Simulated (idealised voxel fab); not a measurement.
Proc. module: voxel trench capacitor
285 nm wide, 5 nm square cells: that's cross-section cut.
Each cross-section below is a grid of square cells, stated as bands in top-down order, with one or more rows of cells making up each band. Band: top height; bottom height; in nm. Then, left to right: material with width in nm, for each material. "throughout": a single material spanning edge to edge. "blank": empty space. Ref level 0: as-received wafer is one material below here. Bottom band extends down with no lower bound ("0 down"). When a width is written as two numbers, as in "30->40", the first number is the width in the top row of cells of the band and the second is the width in its bottom row, and the width changes by the same amount from each row to the next. Step note "nothing different" = no cross-section cell changed. Enclosed void catalog: empty space of 8 cells or more with no open way to the top, each as width x height at its distance from the left edge, in nm. On each step's line, the part that comes after the settings is the simulator's own comment on the step. On any step carrying a mask, the "overlay nm" setting, if present on the step's line, tells how far right of its planned place the mask lay; negative values point to the left.

## List of planned process steps
1,RECEIVE [material Si]
2,CONFORMAL_DEP [material SiN] [thk nm 10]
3,DIRECTIONAL_DEP [material aC] [thk nm 10]
4,PATTERN [tone open] [mask id TRENCH] [material resist] [width nm 25] [pitch nm 50] [thk nm 30] [overlay nm 0]
5,DIRECTIONAL_ETCH [etch materials aC] [depth nm 10]
6,STRIP [etch materials resist]
7,DIRECTIONAL_ETCH [etch materials SiN] [depth nm 10]
8,DIRECTIONAL_ETCH [etch materials Si] [depth nm 30]
9,STRIP [etch materials aC]
10,CONFORMAL_DEP [material SiO2] [thk nm 5]
11,FILL_DEP [material polySi] [thk nm 10]
12,CMP [height nm 10]

## As received (post step 1): cross-section
    0 down  Si throughout
    Enclosed void catalog: none

## End-of-module cross-section of the first of two wafers, processed as planned
    10 to 0  SiN: 105, then SiO2: 5, then polySi: 15, then SiO2: 5, then SiN: 25, then SiO2: 5, then polySi: 15, then SiO2: 5, then SiN: 105
    0 to -25  Si: 105, then SiO2: 5, then polySi: 15, then SiO2: 5, then Si: 25, then SiO2: 5, then polySi: 15, then SiO2: 5, then Si: 105
    -25 to -30  Si: 105, then SiO2: 25, then Si: 25, then SiO2: 25, then Si: 105
    -30 down  Si throughout
    Enclosed void catalog: none

## Wafer two cross-section, module end. Start and plan unchanged from wafer one; one mistake made during the run
    10 to 0  SiN: 105, then SiO2: 5, then polySi: 15, then SiO2: 5, then SiN: 25, then SiO2: 5, then polySi: 15, then SiO2: 5, then SiN: 105
    0 to -55  Si: 105, then SiO2: 5, then polySi: 15, then SiO2: 5, then Si: 25, then SiO2: 5, then polySi: 15, then SiO2: 5, then Si: 105
    -55 to -60  Si: 105, then SiO2: 25, then Si: 25, then SiO2: 25, then Si: 105
    -60 down  Si throughout
    Enclosed void catalog: none
Which mistake was made when the wafer was run? it should be noted that step 8 of the plan was executed twice
Looking at both finished wafers in cells, the second ends up ahead of or behind the first on some materials: Si -60, SiO2 +24, polySi +36
